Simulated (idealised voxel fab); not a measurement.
The document below concerns the process module designated voxel capacitor over wiring.
The cross-section on display is named cut; it measures 160 nm wide, and its cells are 5 nm squares.
Cross-section layout: square cells on a grid; listed as bands, top to bottom; a band spans one or more cell rows. What a band's entry tells you: where the top is and where the bottom is, as heights in nm, and after that what lies inside, material by material from left to right, each with its width in nm. Empty space is written as the word "air", and a single material marked with the word "all across" occupies the band from edge to edge. All heights in this document are referenced to 0, defined as the level beneath which the wafer, as received, consists entirely of one material. The lowest band is not bounded below; it extends indefinitely downward and is written in the form "0 nm and below". Width spec "30->40" -> top row of cells at first value, bottom row at second value, equal per-row change in between. Where a step carries "identical to before", the cross-section came out of it unchanged, cell for cell. Entry "Enclosed void entries". Content: empty spaces with no open connection to the top, size 8 cells or greater. Each: width x height at distance. Distance: from left edge. Unit: nm. Text after the settings on a step's line: the simulator's own remark on that step. For masked steps, "overlay nm" on the step line gives how far right of plan the mask actually lay; a minus sign means it lay to the left. Below you will find pairs of cross-sections. In each, one shows the wafer before one process step and the other after it, with the after view ending at the lowest band that changed. Under each pair is the step separating them, along with its settings. Do not assume the pairs form a chain: they can come from different runs of this module on the same starting wafer, and a pair continues from the pair above it only when its "Prior to processing" entry says so.

# Prior to processing
0 nm and below  Si all across
Enclosed void entries: none

# Structure After Step
15 nm to 0 nm  SiO2 all across
Whatever lies below 0 is exactly as it was before.
Enclosed void entries: none
Process step bridging the above cross-sections: CONFORMAL_DEP with material SiO2, thk nm 15

Prior to processing: carried over from the after image of the pair right above.

# Structure After Step
20 nm to 15 nm  TiN all across
Whatever lies below 15 is exactly as it was before.
Enclosed void entries: none
Process step bridging the above cross-sections: DIRECTIONAL_DEP with material TiN, thk nm 5

Prior to processing: carried over from the after image of the pair right above.

# Structure After Step
45 nm to 20 nm  W all across
Whatever lies below 20 is exactly as it was before.
Enclosed void entries: none
Process step bridging the above cross-sections: DIRECTIONAL_DEP with material W, thk nm 25

Prior to processing: carried over from the after image of the pair right above.

# Structure After Step
55 nm to 45 nm  aC all across
Whatever lies below 45 is exactly as it was before.
Enclosed void entries: none
Process step bridging the above cross-sections: DIRECTIONAL_DEP with material aC, thk nm 10

Prior to processing: carried over from the after image of the pair right above.

# Structure After Step
80 nm to 55 nm  air (35); resist (20); air (50); resist (20); air (35)
Whatever lies below 55 is exactly as it was before.
Enclosed void entries: none
Process step bridging the above cross-sections: PATTERN with tone cover, mask id METAL_1, material resist, width nm 20, pitch nm 70, thk nm 25, overlay nm 0

Prior to processing: carried over from the after image of the pair right above.

# Structure After Step
70 nm to 55 nm  air (35); resist (20); air (50); resist (20); air (35)
55 nm to 45 nm  air (35); aC (20); air (50); aC (20); air (35)
Whatever lies below 45 is exactly as it was before.
Enclosed void entries: none
Process step bridging the above cross-sections: DIRECTIONAL_ETCH with etch materials aC, depth nm 10

Prior to processing: carried over from the after image of the pair right above.

# Structure After Step
55 nm to 45 nm  air (35); aC (20); air (50); aC (20); air (35)
Whatever lies below 45 is exactly as it was before.
Enclosed void entries: none
Process step bridging the above cross-sections: STRIP with etch materials resist

Prior to processing: carried over from the after image of the pair right above.

# Structure After Step
55 nm to 45 nm  air (35); aC (20); air (50); aC (20); air (35)
45 nm to 20 nm  air (35); W (20); air (50); W (20); air (35)
Whatever lies below 20 is exactly as it was before.
Enclosed void entries: none
Process step bridging the above cross-sections: DIRECTIONAL_ETCH with etch materials W, depth nm 25

Prior to processing: carried over from the after image of the pair right above.

# Structure After Step
55 nm to 45 nm  air (35); aC (20); air (50); aC (20); air (35)
45 nm to 20 nm  air (35); W (20); air (50); W (20); air (35)
20 nm to 15 nm  air (35); TiN (20); air (50); TiN (20); air (35)
Whatever lies below 15 is exactly as it was before.
Enclosed void entries: none
Process step bridging the above cross-sections: DIRECTIONAL_ETCH with etch materials TiN, depth nm 5

Prior to processing: carried over from the after image of the pair right above.

# Structure After Step
45 nm to 20 nm  air (35); W (20); air (50); W (20); air (35)
Whatever lies below 20 is exactly as it was before.
Enclosed void entries: none
Process step bridging the above cross-sections: STRIP with etch materials aC

Prior to processing: carried over from the after image of the pair right above.

# Structure After Step
50 nm to 45 nm  SiO2 all across
45 nm to 20 nm  SiO2 (35); W (20); SiO2 (50); W (20); SiO2 (35)
20 nm to 15 nm  SiO2 (35); TiN (20); SiO2 (50); TiN (20); SiO2 (35)
Whatever lies below 15 is exactly as it was before.
Enclosed void entries: none
Process step bridging the above cross-sections: FILL_DEP with material SiO2, thk nm 5

Prior to processing: carried over from the after image of the pair right above.

# Structure After Step
45 nm to 20 nm  SiO2 (35); W (20); SiO2 (50); W (20); SiO2 (35)
Whatever lies below 20 is exactly as it was before.
Enclosed void entries: none
Process step bridging the above cross-sections: CMP with height nm 45

Prior to processing: carried over from the after image of the pair right above.

# Structure After Step
50 nm to 45 nm  SiCN all across
Whatever lies below 45 is exactly as it was before.
Enclosed void entries: none
Process step bridging the above cross-sections: CONFORMAL_DEP with material SiCN, thk nm 5

Prior to processing: carried over from the after image of the pair right above.

# Structure After Step
60 nm to 50 nm  lowk all across
Whatever lies below 50 is exactly as it was before.
Enclosed void entries: none
Process step bridging the above cross-sections: DIRECTIONAL_DEP with material lowk, thk nm 10

Prior to processing: carried over from the after image of the pair right above.

# Structure After Step
60 nm to 50 nm  lowk (40); air (15); lowk (105)
Whatever lies below 50 is exactly as it was before.
Enclosed void entries: none
Process step bridging the above cross-sections: MASKED_ETCH with tone open, mask id PLUG_1, width nm 15, etch materials lowk, depth nm 10, overlay nm 0

Prior to processing: carried over from the after image of the pair right above.

# Structure After Step
60 nm to 50 nm  lowk (40); air (15); lowk (105)
50 nm to 45 nm  SiCN (40); air (15); SiCN (105)
Whatever lies below 45 is exactly as it was before.
Enclosed void entries: none
Process step bridging the above cross-sections: MASKED_ETCH with tone open, mask id PLUG_1, width nm 15, etch materials SiCN, depth nm 5, overlay nm 0

Prior to processing: carried over from the after image of the pair right above.

# Structure After Step
60 nm to 55 nm  lowk (40); air (15); lowk (105)
55 nm to 50 nm  lowk (40); Ru (15); lowk (105)
50 nm to 45 nm  SiCN (40); Ru (15); SiCN (105)
Whatever lies below 45 is exactly as it was before.
Enclosed void entries: none
Process step bridging the above cross-sections: EPI with material Ru, thk nm 10

Prior to processing: carried over from the after image of the pair right above.

# Structure After Step
60 nm to 50 nm  lowk (40); Ru (15); lowk (105)
Whatever lies below 50 is exactly as it was before.
Enclosed void entries: none
Process step bridging the above cross-sections: EPI with material Ru, thk nm 5

Prior to processing: carried over from the after image of the pair right above.

# Structure After Step
70 nm to 60 nm  TiN all across
Whatever lies below 60 is exactly as it was before.
Enclosed void entries: none
Process step bridging the above cross-sections: DIRECTIONAL_DEP with material TiN, thk nm 10

Prior to processing: carried over from the after image of the pair right above.

# Structure After Step
75 nm to 70 nm  SiN all across
Whatever lies below 70 is exactly as it was before.
Enclosed void entries: none
Process step bridging the above cross-sections: DIRECTIONAL_DEP with material SiN, thk nm 5

Prior to processing: carried over from the after image of the pair right above.

# Structure After Step
85 nm to 75 nm  TiN all across
Whatever lies below 75 is exactly as it was before.
Enclosed void entries: none
Process step bridging the above cross-sections: DIRECTIONAL_DEP with material TiN, thk nm 10

Prior to processing: carried over from the after image of the pair right above.

# Structure After Step
95 nm to 85 nm  aC all across
Whatever lies below 85 is exactly as it was before.
Enclosed void entries: none
Process step bridging the above cross-sections: DIRECTIONAL_DEP with material aC, thk nm 10

Prior to processing: carried over from the after image of the pair right above.

# Structure After Step
125 nm to 95 nm  air (40); resist (55); air (65)
Whatever lies below 95 is exactly as it was before.
Enclosed void entries: none
Process step bridging the above cross-sections: PATTERN with tone cover, mask id UPPER_PLATE, material resist, width nm 55, thk nm 30, overlay nm 0

Prior to processing: carried over from the after image of the pair right above.

# Structure After Step
115 nm to 95 nm  air (40); resist (55); air (65)
95 nm to 85 nm  air (40); aC (55); air (65)
Whatever lies below 85 is exactly as it was before.
Enclosed void entries: none
Process step bridging the above cross-sections: DIRECTIONAL_ETCH with etch materials aC, depth nm 10

Prior to processing: carried over from the after image of the pair right above.

# Structure After Step
95 nm to 85 nm  air (40); aC (55); air (65)
Whatever lies below 85 is exactly as it was before.
Enclosed void entries: none
Process step bridging the above cross-sections: STRIP with etch materials resist

Prior to processing: carried over from the after image of the pair right above.

# Structure After Step
95 nm to 85 nm  air (40); aC (55); air (65)
85 nm to 75 nm  air (40); TiN (55); air (65)
Whatever lies below 75 is exactly as it was before.
Enclosed void entries: none
Process step bridging the above cross-sections: DIRECTIONAL_ETCH with etch materials TiN, depth nm 10

Prior to processing: carried over from the after image of the pair right above.

# Structure After Step
95 nm to 85 nm  air (40); aC (55); air (65)
85 nm to 75 nm  air (40); TiN (55); air (65)
75 nm to 70 nm  air (40); SiN (55); air (65)
Whatever lies below 70 is exactly as it was before.
Enclosed void entries: none
Process step bridging the above cross-sections: DIRECTIONAL_ETCH with etch materials SiN, depth nm 5

Prior to processing: carried over from the after image of the pair right above.

# Structure After Step
85 nm to 75 nm  air (40); TiN (55); air (65)
Whatever lies below 75 is exactly as it was before.
Enclosed void entries: none
Process step bridging the above cross-sections: STRIP with etch materials aC

Prior to processing: carried over from the after image of the pair right above.

# Structure After Step
105 nm to 85 nm  air (35); resist (65); air (60)
85 nm to 75 nm  air (35); resist (5); TiN (55); resist (5); air (60)
75 nm to 70 nm  air (35); resist (5); SiN (55); resist (5); air (60)
Whatever lies below 70 is exactly as it was before.
Enclosed void entries: none
Process step bridging the above cross-sections: PATTERN with tone cover, mask id LOWER_PLATE, material resist, width nm 65, thk nm 20, overlay nm 0

Prior to processing: carried over from the after image of the pair right above.

# Structure After Step
105 nm to 85 nm  air (35); resist (65); air (60)
85 nm to 75 nm  air (35); resist (5); TiN (55); resist (5); air (60)
75 nm to 70 nm  air (35); resist (5); SiN (55); resist (5); air (60)
70 nm to 60 nm  air (35); TiN (65); air (60)
Whatever lies below 60 is exactly as it was before.
Enclosed void entries: none
Process step bridging the above cross-sections: DIRECTIONAL_ETCH with etch materials TiN, depth nm 10

Prior to processing: carried over from the after image of the pair right above.

# Structure After Step
85 nm to 75 nm  air (40); TiN (55); air (65)
75 nm to 70 nm  air (40); SiN (55); air (65)
Whatever lies below 70 is exactly as it was before.
Enclosed void entries: none
Process step bridging the above cross-sections: STRIP with etch materials resist

Prior to processing: carried over from the after image of the pair right above.

# Structure After Step
100 nm to 85 nm  SiO2 all across
85 nm to 75 nm  SiO2 (40); TiN (55); SiO2 (65)
75 nm to 70 nm  SiO2 (40); SiN (55); SiO2 (65)
70 nm to 60 nm  SiO2 (35); TiN (65); SiO2 (60)
Whatever lies below 60 is exactly as it was before.
Enclosed void entries: none
Process step bridging the above cross-sections: FILL_DEP with material SiO2, thk nm 15

Prior to processing: carried over from the after image of the pair right above.

# Structure After Step
95 nm to 85 nm  SiO2 all across
Whatever lies below 85 is exactly as it was before.
Enclosed void entries: none
Process step bridging the above cross-sections: CMP with height nm 95

Prior to processing: carried over from the after image of the pair right above.

# Structure After Step
110 nm to 95 nm  resist (50); air (15); resist (95)
Whatever lies below 95 is exactly as it was before.
Enclosed void entries: none
Process step bridging the above cross-sections: PATTERN with tone open, mask id PLUG_2, material resist, width nm 15, thk nm 15, overlay nm 0

Prior to processing: carried over from the after image of the pair right above.

# Structure After Step
110 nm to 95 nm  resist (50); air (15); resist (95)
95 nm to 85 nm  SiO2 (50); air (15); SiO2 (95)
Whatever lies below 85 is exactly as it was before.
Enclosed void entries: none
Process step bridging the above cross-sections: DIRECTIONAL_ETCH with etch materials SiO2, depth nm 10

Prior to processing: carried over from the after image of the pair right above.

# Structure After Step
95 nm to 85 nm  SiO2 (50); air (15); SiO2 (95)
Whatever lies below 85 is exactly as it was before.
Enclosed void entries: none
Process step bridging the above cross-sections: STRIP with etch materials resist

Prior to processing: carried over from the after image of the pair right above.

# Structure After Step
100 nm to 95 nm  TiN (55); air (5); TiN (100)
95 nm to 90 nm  SiO2 (50); TiN (5); air (5); TiN (5); SiO2 (95)
90 nm to 85 nm  SiO2 (50); TiN (15); SiO2 (95)
Whatever lies below 85 is exactly as it was before.
Enclosed void entries: none
Process step bridging the above cross-sections: CONFORMAL_DEP with material TiN, thk nm 5

Prior to processing: carried over from the after image of the pair right above.

# Structure After Step
110 nm to 100 nm  W all across
100 nm to 95 nm  TiN (55); W (5); TiN (100)
95 nm to 90 nm  SiO2 (50); TiN (5); W (5); TiN (5); SiO2 (95)
Whatever lies below 90 is exactly as it was before.
Enclosed void entries: none
Process step bridging the above cross-sections: FILL_DEP with material W, thk nm 10

Prior to processing: carried over from the after image of the pair right above.

# Structure After Step
95 nm to 90 nm  SiO2 (50); TiN (5); W (5); TiN (5); SiO2 (95)
Whatever lies below 90 is exactly as it was before.
Enclosed void entries: none
Process step bridging the above cross-sections: CMP with height nm 95

Prior to processing: carried over from the after image of the pair right above.

# Structure After Step
100 nm to 95 nm  SiCN all across
Whatever lies below 95 is exactly as it was before.
Enclosed void entries: none
Process step bridging the above cross-sections: CONFORMAL_DEP with material SiCN, thk nm 5

# Prior to processing
70 nm to 60 nm  TiN all across
60 nm to 50 nm  lowk (40); Ru (15); lowk (105)
50 nm to 45 nm  SiCN (40); Ru (15); SiCN (105)
45 nm to 20 nm  SiO2 (35); W (20); SiO2 (50); W (20); SiO2 (35)
20 nm to 15 nm  SiO2 (35); TiN (20); SiO2 (50); TiN (20); SiO2 (35)
15 nm to 0 nm  SiO2 all across
0 nm and below  Si all across
Enclosed void entries: none

# Structure After Step
80 nm to 60 nm  TiN all across
Whatever lies below 60 is exactly as it was before.
Enclosed void entries: none
Process step bridging the above cross-sections: DIRECTIONAL_DEP with material TiN, thk nm 10

Prior to processing: carried over from the after image of the pair right above.

# Structure After Step
90 nm to 80 nm  aC all across
Whatever lies below 80 is exactly as it was before.
Enclosed void entries: none
Process step bridging the above cross-sections: DIRECTIONAL_DEP with material aC, thk nm 10

Prior to processing: carried over from the after image of the pair right above.

# Structure After Step
120 nm to 90 nm  air (40); resist (55); air (65)
Whatever lies below 90 is exactly as it was before.
Enclosed void entries: none
Process step bridging the above cross-sections: PATTERN with tone cover, mask id UPPER_PLATE, material resist, width nm 55, thk nm 30, overlay nm 0

Prior to processing: carried over from the after image of the pair right above.

# Structure After Step
110 nm to 90 nm  air (40); resist (55); air (65)
90 nm to 80 nm  air (40); aC (55); air (65)
Whatever lies below 80 is exactly as it was before.
Enclosed void entries: none
Process step bridging the above cross-sections: DIRECTIONAL_ETCH with etch materials aC, depth nm 10

Prior to processing: carried over from the after image of the pair right above.

# Structure After Step
90 nm to 80 nm  air (40); aC (55); air (65)
Whatever lies below 80 is exactly as it was before.
Enclosed void entries: none
Process step bridging the above cross-sections: STRIP with etch materials resist

Prior to processing: carried over from the after image of the pair right above.

# Structure After Step
90 nm to 80 nm  air (40); aC (55); air (65)
80 nm to 70 nm  air (40); TiN (55); air (65)
Whatever lies below 70 is exactly as it was before.
Enclosed void entries: none
Process step bridging the above cross-sections: DIRECTIONAL_ETCH with etch materials TiN, depth nm 10

Prior to processing: carried over from the after image of the pair right above.

# Structure After Step
80 nm to 70 nm  air (40); TiN (55); air (65)
Whatever lies below 70 is exactly as it was before.
Enclosed void entries: none
Process step bridging the above cross-sections: STRIP with etch materials aC

Prior to processing: carried over from the after image of the pair right above.

# Structure After Step
100 nm to 80 nm  air (35); resist (65); air (60)
80 nm to 70 nm  air (35); resist (5); TiN (55); resist (5); air (60)
Whatever lies below 70 is exactly as it was before.
Enclosed void entries: none
Process step bridging the above cross-sections: PATTERN with tone cover, mask id LOWER_PLATE, material resist, width nm 65, thk nm 20, overlay nm 0

Prior to processing: carried over from the after image of the pair right above.

# Structure After Step
100 nm to 80 nm  air (35); resist (65); air (60)
80 nm to 70 nm  air (35); resist (5); TiN (55); resist (5); air (60)
70 nm to 60 nm  air (35); TiN (65); air (60)
Whatever lies below 60 is exactly as it was before.
Enclosed void entries: none
Process step bridging the above cross-sections: DIRECTIONAL_ETCH with etch materials TiN, depth nm 10

Prior to processing: carried over from the after image of the pair right above.

# Structure After Step
80 nm to 70 nm  air (40); TiN (55); air (65)
Whatever lies below 70 is exactly as it was before.
Enclosed void entries: none
Process step bridging the above cross-sections: STRIP with etch materials resist

Prior to processing: carried over from the after image of the pair right above.

# Structure After Step
95 nm to 80 nm  SiO2 all across
80 nm to 70 nm  SiO2 (40); TiN (55); SiO2 (65)
70 nm to 60 nm  SiO2 (35); TiN (65); SiO2 (60)
Whatever lies below 60 is exactly as it was before.
Enclosed void entries: none
Process step bridging the above cross-sections: FILL_DEP with material SiO2, thk nm 15

Prior to processing: carried over from the after image of the pair right above.

# Structure After Step
110 nm to 95 nm  resist (50); air (15); resist (95)
Whatever lies below 95 is exactly as it was before.
Enclosed void entries: none
Process step bridging the above cross-sections: PATTERN with tone open, mask id PLUG_2, material resist, width nm 15, thk nm 15, overlay nm 0

Prior to processing: carried over from the after image of the pair right above.

# Structure After Step
110 nm to 95 nm  resist (50); air (15); resist (95)
95 nm to 85 nm  SiO2 (50); air (15); SiO2 (95)
Whatever lies below 85 is exactly as it was before.
Enclosed void entries: none
Process step bridging the above cross-sections: DIRECTIONAL_ETCH with etch materials SiO2, depth nm 10

Prior to processing: carried over from the after image of the pair right above.

# Structure After Step
95 nm to 85 nm  SiO2 (50); air (15); SiO2 (95)
Whatever lies below 85 is exactly as it was before.
Enclosed void entries: none
Process step bridging the above cross-sections: STRIP with etch materials resist

Prior to processing: carried over from the after image of the pair right above.

# Structure After Step
100 nm to 95 nm  TiN (55); air (5); TiN (100)
95 nm to 90 nm  SiO2 (50); TiN (5); air (5); TiN (5); SiO2 (95)
90 nm to 85 nm  SiO2 (50); TiN (15); SiO2 (95)
Whatever lies below 85 is exactly as it was before.
Enclosed void entries: none
Process step bridging the above cross-sections: CONFORMAL_DEP with material TiN, thk nm 5

Prior to processing: carried over from the after image of the pair right above.

# Structure After Step
110 nm to 100 nm  W all across
100 nm to 95 nm  TiN (55); W (5); TiN (100)
95 nm to 90 nm  SiO2 (50); TiN (5); W (5); TiN (5); SiO2 (95)
Whatever lies below 90 is exactly as it was before.
Enclosed void entries: none
Process step bridging the above cross-sections: FILL_DEP with material W, thk nm 10

Prior to processing: carried over from the after image of the pair right above.

# Structure After Step
95 nm to 90 nm  SiO2 (50); TiN (5); W (5); TiN (5); SiO2 (95)
Whatever lies below 90 is exactly as it was before.
Enclosed void entries: none
Process step bridging the above cross-sections: CMP with height nm 95

Prior to processing: carried over from the after image of the pair right above.

# Structure After Step
100 nm to 95 nm  SiCN all across
Whatever lies below 95 is exactly as it was before.
Enclosed void entries: none
Process step bridging the above cross-sections: CONFORMAL_DEP with material SiCN, thk nm 5

# Prior to processing
60 nm to 55 nm  lowk (40); air (15); lowk (105)
55 nm to 50 nm  lowk (40); Ru (15); lowk (105)
50 nm to 45 nm  SiCN (40); Ru (15); SiCN (105)
45 nm to 20 nm  SiO2 (35); W (20); SiO2 (50); W (20); SiO2 (35)
20 nm to 15 nm  SiO2 (35); TiN (20); SiO2 (50); TiN (20); SiO2 (35)
15 nm to 0 nm  SiO2 all across
0 nm and below  Si all across
Enclosed void entries: none

# Structure After Step
65 nm to 60 nm  air (35); Ru (25); air (100)
60 nm to 50 nm  lowk (40); Ru (15); lowk (105)
Whatever lies below 50 is exactly as it was before.
Enclosed void entries: none
Process step bridging the above cross-sections: EPI with material Ru, thk nm 10

Prior to processing: carried over from the after image of the pair right above.

# Structure After Step
70 nm to 60 nm  air (30); Ru (35); air (95)
Whatever lies below 60 is exactly as it was before.
Enclosed void entries: none
Process step bridging the above cross-sections: EPI with material Ru, thk nm 5

Prior to processing: carried over from the after image of the pair right above.

# Structure After Step
80 nm to 70 nm  air (30); TiN (35); air (95)
70 nm to 60 nm  TiN (30); Ru (35); TiN (95)
Whatever lies below 60 is exactly as it was before.
Enclosed void entries: none
Process step bridging the above cross-sections: DIRECTIONAL_DEP with material TiN, thk nm 10

Prior to processing: carried over from the after image of the pair right above.

# Structure After Step
85 nm to 80 nm  air (30); SiN (35); air (95)
80 nm to 75 nm  air (30); TiN (35); air (95)
75 nm to 70 nm  SiN (30); TiN (35); SiN (95)
Whatever lies below 70 is exactly as it was before.
Enclosed void entries: none
Process step bridging the above cross-sections: DIRECTIONAL_DEP with material SiN, thk nm 5

Prior to processing: carried over from the after image of the pair right above.

# Structure After Step
95 nm to 85 nm  air (30); TiN (35); air (95)
85 nm to 80 nm  TiN (30); SiN (35); TiN (95)
80 nm to 75 nm  TiN all across
Whatever lies below 75 is exactly as it was before.
Enclosed void entries: none
Process step bridging the above cross-sections: DIRECTIONAL_DEP with material TiN, thk nm 10

Prior to processing: carried over from the after image of the pair right above.

# Structure After Step
105 nm to 95 nm  air (30); aC (35); air (95)
95 nm to 85 nm  aC (30); TiN (35); aC (95)
Whatever lies below 85 is exactly as it was before.
Enclosed void entries: none
Process step bridging the above cross-sections: DIRECTIONAL_DEP with material aC, thk nm 10

Prior to processing: carried over from the after image of the pair right above.

# Structure After Step
135 nm to 105 nm  air (40); resist (55); air (65)
105 nm to 95 nm  air (30); aC (35); resist (30); air (65)
Whatever lies below 95 is exactly as it was before.
Enclosed void entries: none
Process step bridging the above cross-sections: PATTERN with tone cover, mask id UPPER_PLATE, material resist, width nm 55, thk nm 30, overlay nm 0

Prior to processing: carried over from the after image of the pair right above.

# Structure After Step
125 nm to 105 nm  air (40); resist (55); air (65)
105 nm to 95 nm  air (40); aC (25); resist (30); air (65)
95 nm to 85 nm  air (30); TiN (35); aC (30); air (65)
Whatever lies below 85 is exactly as it was before.
Enclosed void entries: none
Process step bridging the above cross-sections: DIRECTIONAL_ETCH with etch materials aC, depth nm 10

Prior to processing: carried over from the after image of the pair right above.

# Structure After Step
105 nm to 95 nm  air (40); aC (25); air (95)
Whatever lies below 95 is exactly as it was before.
Enclosed void entries: none
Process step bridging the above cross-sections: STRIP with etch materials resist

Prior to processing: carried over from the after image of the pair right above.

# Structure After Step
105 nm to 95 nm  air (40); aC (25); air (95)
95 nm to 85 nm  air (40); TiN (25); aC (30); air (65)
85 nm to 80 nm  air (30); SiN (35); TiN (30); air (65)
80 nm to 75 nm  air (30); TiN (65); air (65)
Whatever lies below 75 is exactly as it was before.
Enclosed void entries: none
Process step bridging the above cross-sections: DIRECTIONAL_ETCH with etch materials TiN, depth nm 10

Prior to processing: carried over from the after image of the pair right above.

# Structure After Step
105 nm to 95 nm  air (40); aC (25); air (95)
95 nm to 85 nm  air (40); TiN (25); aC (30); air (65)
85 nm to 80 nm  air (40); SiN (25); TiN (30); air (65)
80 nm to 75 nm  air (30); TiN (65); air (65)
75 nm to 70 nm  air (30); TiN (35); SiN (30); air (65)
Whatever lies below 70 is exactly as it was before.
Enclosed void entries: none
Process step bridging the above cross-sections: DIRECTIONAL_ETCH with etch materials SiN, depth nm 5

Prior to processing: carried over from the after image of the pair right above.

# Structure After Step
95 nm to 85 nm  air (40); TiN (25); air (95)
Whatever lies below 85 is exactly as it was before.
Enclosed void entries: none
Process step bridging the above cross-sections: STRIP with etch materials aC

Prior to processing: carried over from the after image of the pair right above.

# Structure After Step
115 nm to 95 nm  air (35); resist (65); air (60)
95 nm to 85 nm  air (35); resist (5); TiN (25); resist (35); air (60)
85 nm to 80 nm  air (35); resist (5); SiN (25); TiN (30); resist (5); air (60)
80 nm to 75 nm  air (30); TiN (65); resist (5); air (60)
75 nm to 70 nm  air (30); TiN (35); SiN (30); resist (5); air (60)
Whatever lies below 70 is exactly as it was before.
Enclosed void entries: none
Process step bridging the above cross-sections: PATTERN with tone cover, mask id LOWER_PLATE, material resist, width nm 65, thk nm 20, overlay nm 0

Prior to processing: carried over from the after image of the pair right above.

# Structure After Step
115 nm to 95 nm  air (35); resist (65); air (60)
95 nm to 85 nm  air (35); resist (5); TiN (25); resist (35); air (60)
85 nm to 80 nm  air (35); resist (5); SiN (25); TiN (30); resist (5); air (60)
80 nm to 75 nm  air (35); TiN (60); resist (5); air (60)
75 nm to 70 nm  air (35); TiN (30); SiN (30); resist (5); air (60)
70 nm to 60 nm  air (30); Ru (35); TiN (35); air (60)
Whatever lies below 60 is exactly as it was before.
Enclosed void entries: none
Process step bridging the above cross-sections: DIRECTIONAL_ETCH with etch materials TiN, depth nm 10

Prior to processing: carried over from the after image of the pair right above.

# Structure After Step
95 nm to 85 nm  air (40); TiN (25); air (95)
85 nm to 80 nm  air (40); SiN (25); TiN (30); air (65)
80 nm to 75 nm  air (35); TiN (60); air (65)
75 nm to 70 nm  air (35); TiN (30); SiN (30); air (65)
Whatever lies below 70 is exactly as it was before.
Enclosed void entries: none
Process step bridging the above cross-sections: STRIP with etch materials resist

Prior to processing: carried over from the after image of the pair right above.

# Structure After Step
110 nm to 95 nm  SiO2 all across
95 nm to 85 nm  SiO2 (40); TiN (25); SiO2 (95)
85 nm to 80 nm  SiO2 (40); SiN (25); TiN (30); SiO2 (65)
80 nm to 75 nm  SiO2 (35); TiN (60); SiO2 (65)
75 nm to 70 nm  SiO2 (35); TiN (30); SiN (30); SiO2 (65)
70 nm to 60 nm  SiO2 (30); Ru (35); TiN (35); SiO2 (60)
Whatever lies below 60 is exactly as it was before.
Enclosed void entries: none
Process step bridging the above cross-sections: FILL_DEP with material SiO2, thk nm 15

Prior to processing: carried over from the after image of the pair right above.

# Structure After Step
95 nm to 85 nm  SiO2 (40); TiN (25); SiO2 (95)
Whatever lies below 85 is exactly as it was before.
Enclosed void entries: none
Process step bridging the above cross-sections: CMP with height nm 95

Prior to processing: carried over from the after image of the pair right above.

# Structure After Step
110 nm to 95 nm  resist (50); air (15); resist (95)
Whatever lies below 95 is exactly as it was before.
Enclosed void entries: none
Process step bridging the above cross-sections: PATTERN with tone open, mask id PLUG_2, material resist, width nm 15, thk nm 15, overlay nm 0

Prior to processing: carried over from the after image of the pair right above.

# Structure After Step
95 nm to 85 nm  SiO2 (40); TiN (25); SiO2 (95)
Whatever lies below 85 is exactly as it was before.
Enclosed void entries: none
Process step bridging the above cross-sections: STRIP with etch materials resist

Prior to processing: carried over from the after image of the pair right above.

# Structure After Step
100 nm to 95 nm  TiN all across
Whatever lies below 95 is exactly as it was before.
Enclosed void entries: none
Process step bridging the above cross-sections: CONFORMAL_DEP with material TiN, thk nm 5

Prior to processing: carried over from the after image of the pair right above.

# Structure After Step
110 nm to 100 nm  W all across
Whatever lies below 100 is exactly as it was before.
Enclosed void entries: none
Process step bridging the above cross-sections: FILL_DEP with material W, thk nm 10

Prior to processing: carried over from the after image of the pair right above.

# Structure After Step
95 nm to 85 nm  SiO2 (40); TiN (25); SiO2 (95)
Whatever lies below 85 is exactly as it was before.
Enclosed void entries: none
Process step bridging the above cross-sections: CMP with height nm 95

Prior to processing: carried over from the after image of the pair right above.

# Structure After Step
100 nm to 95 nm  SiCN all across
Whatever lies below 95 is exactly as it was before.
Enclosed void entries: none
Process step bridging the above cross-sections: CONFORMAL_DEP with material SiCN, thk nm 5

# Prior to processing
80 nm to 60 nm  TiN all across
60 nm to 50 nm  lowk (40); Ru (15); lowk (105)
50 nm to 45 nm  SiCN (40); Ru (15); SiCN (105)
45 nm to 20 nm  SiO2 (35); W (20); SiO2 (50); W (20); SiO2 (35)
20 nm to 15 nm  SiO2 (35); TiN (20); SiO2 (50); TiN (20); SiO2 (35)
15 nm to 0 nm  SiO2 all across
0 nm and below  Si all across
Enclosed void entries: none

# Structure After Step
85 nm to 80 nm  SiN all across
Whatever lies below 80 is exactly as it was before.
Enclosed void entries: none
Process step bridging the above cross-sections: DIRECTIONAL_DEP with material SiN, thk nm 5

Prior to processing: carried over from the after image of the pair right above.

# Structure After Step
95 nm to 85 nm  aC all across
Whatever lies below 85 is exactly as it was before.
Enclosed void entries: none
Process step bridging the above cross-sections: DIRECTIONAL_DEP with material aC, thk nm 10

Prior to processing: carried over from the after image of the pair right above.

# Structure After Step
125 nm to 95 nm  air (40); resist (55); air (65)
Whatever lies below 95 is exactly as it was before.
Enclosed void entries: none
Process step bridging the above cross-sections: PATTERN with tone cover, mask id UPPER_PLATE, material resist, width nm 55, thk nm 30, overlay nm 0

Prior to processing: carried over from the after image of the pair right above.

# Structure After Step
115 nm to 95 nm  air (40); resist (55); air (65)
95 nm to 85 nm  air (40); aC (55); air (65)
Whatever lies below 85 is exactly as it was before.
Enclosed void entries: none
Process step bridging the above cross-sections: DIRECTIONAL_ETCH with etch materials aC, depth nm 10

Prior to processing: carried over from the after image of the pair right above.

# Structure After Step
95 nm to 85 nm  air (40); aC (55); air (65)
Whatever lies below 85 is exactly as it was before.
Enclosed void entries: none
Process step bridging the above cross-sections: STRIP with etch materials resist

Prior to processing: carried over from the after image of the pair right above.

# Structure After Step
95 nm to 85 nm  air (40); aC (55); air (65)
85 nm to 80 nm  air (40); SiN (55); air (65)
Whatever lies below 80 is exactly as it was before.
Enclosed void entries: none
Process step bridging the above cross-sections: DIRECTIONAL_ETCH with etch materials SiN, depth nm 5

Prior to processing: carried over from the after image of the pair right above.

# Structure After Step
85 nm to 80 nm  air (40); SiN (55); air (65)
Whatever lies below 80 is exactly as it was before.
Enclosed void entries: none
Process step bridging the above cross-sections: STRIP with etch materials aC

Prior to processing: carried over from the after image of the pair right above.

# Structure After Step
105 nm to 85 nm  air (35); resist (65); air (60)
85 nm to 80 nm  air (35); resist (5); SiN (55); resist (5); air (60)
Whatever lies below 80 is exactly as it was before.
Enclosed void entries: none
Process step bridging the above cross-sections: PATTERN with tone cover, mask id LOWER_PLATE, material resist, width nm 65, thk nm 20, overlay nm 0

Prior to processing: carried over from the after image of the pair right above.

# Structure After Step
105 nm to 85 nm  air (35); resist (65); air (60)
85 nm to 80 nm  air (35); resist (5); SiN (55); resist (5); air (60)
80 nm to 70 nm  air (35); TiN (65); air (60)
Whatever lies below 70 is exactly as it was before.
Enclosed void entries: none
Process step bridging the above cross-sections: DIRECTIONAL_ETCH with etch materials TiN, depth nm 10

Prior to processing: carried over from the after image of the pair right above.

# Structure After Step
85 nm to 80 nm  air (40); SiN (55); air (65)
Whatever lies below 80 is exactly as it was before.
Enclosed void entries: none
Process step bridging the above cross-sections: STRIP with etch materials resist
